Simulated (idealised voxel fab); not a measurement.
process module | voxel double patterning
cross-section cut | 170 nm wide | cells 5 nm
A cross-section is a grid of square cells, given in bands from the top down. A band is one or more rows of cells.
Each band's line starts with the height of the band's top and of its bottom, in nm. Then come its materials from left to right, each with its width in nm. One material with "throughout" fills the band from edge to edge. "air" is empty space.
Height 0 is the level under which the wafer as received is all one material. The lowest band goes on downwards, as in "0 down".
A width such as "30 to 40" changes by the same amount from each row of cells to the next, from the band's top row to its bottom row.
"no change" after a step means that no cell of the cross-section changed.
closed voids: empty space of 8 cells or more with no open way to the top, each as width x height at its distance from the left edge, in nm
after a step's settings: what the simulator itself notes on the step
overlay nm, on a step with a mask: how far to the right of its planned place the mask lay; to the left if negative
plan
1 op RECEIVE | material Si
2 op CONFORMAL_DEP | material SiN | thk nm 5
3 op DIRECTIONAL_DEP | material SiO2 | thk nm 10
4 op DIRECTIONAL_DEP | material SiCN | thk nm 5
5 op DIRECTIONAL_DEP | material aC | thk nm 10
6 op PATTERN | tone open | mask id FIRST | material resist | width nm 15 | pitch nm 50 | thk nm 30 | overlay nm 0
7 op DIRECTIONAL_ETCH | etch materials aC | depth nm 10
8 op STRIP | etch materials resist
9 op DIRECTIONAL_ETCH | etch materials SiCN | depth nm 5
10 op STRIP | etch materials aC
11 op PATTERN | tone open | mask id SECOND | material resist | width nm 15 | pitch nm 50 | thk nm 20 | overlay nm 0
12 op DIRECTIONAL_ETCH | etch materials SiCN | depth nm 5
13 op STRIP | etch materials resist
14 op DIRECTIONAL_ETCH | etch materials SiO2 | depth nm 10
15 op STRIP | etch materials SiCN
as received, after step 1
  0 down: Si throughout
  closed voids: none
first wafer at the end, as planned
  15 to 5: SiO2 25 | air 15 | SiO2 10 | air 15 | SiO2 10 | air 15 | SiO2 10 | air 15 | SiO2 10 | air 15 | SiO2 30
  5 to 0: SiN throughout
  0 down: Si throughout
  closed voids: none
second wafer at the end: like start, like plan, one mistake
  10 to 5: SiO2 throughout
  5 to 0: SiN throughout
  0 down: Si throughout
  closed voids: none
what went wrong: step 4 ran as: op DIRECTIONAL_DEP | material SiO2 | thk nm 5
at the end the second wafer has, in cells: 4 fewer of SiO2
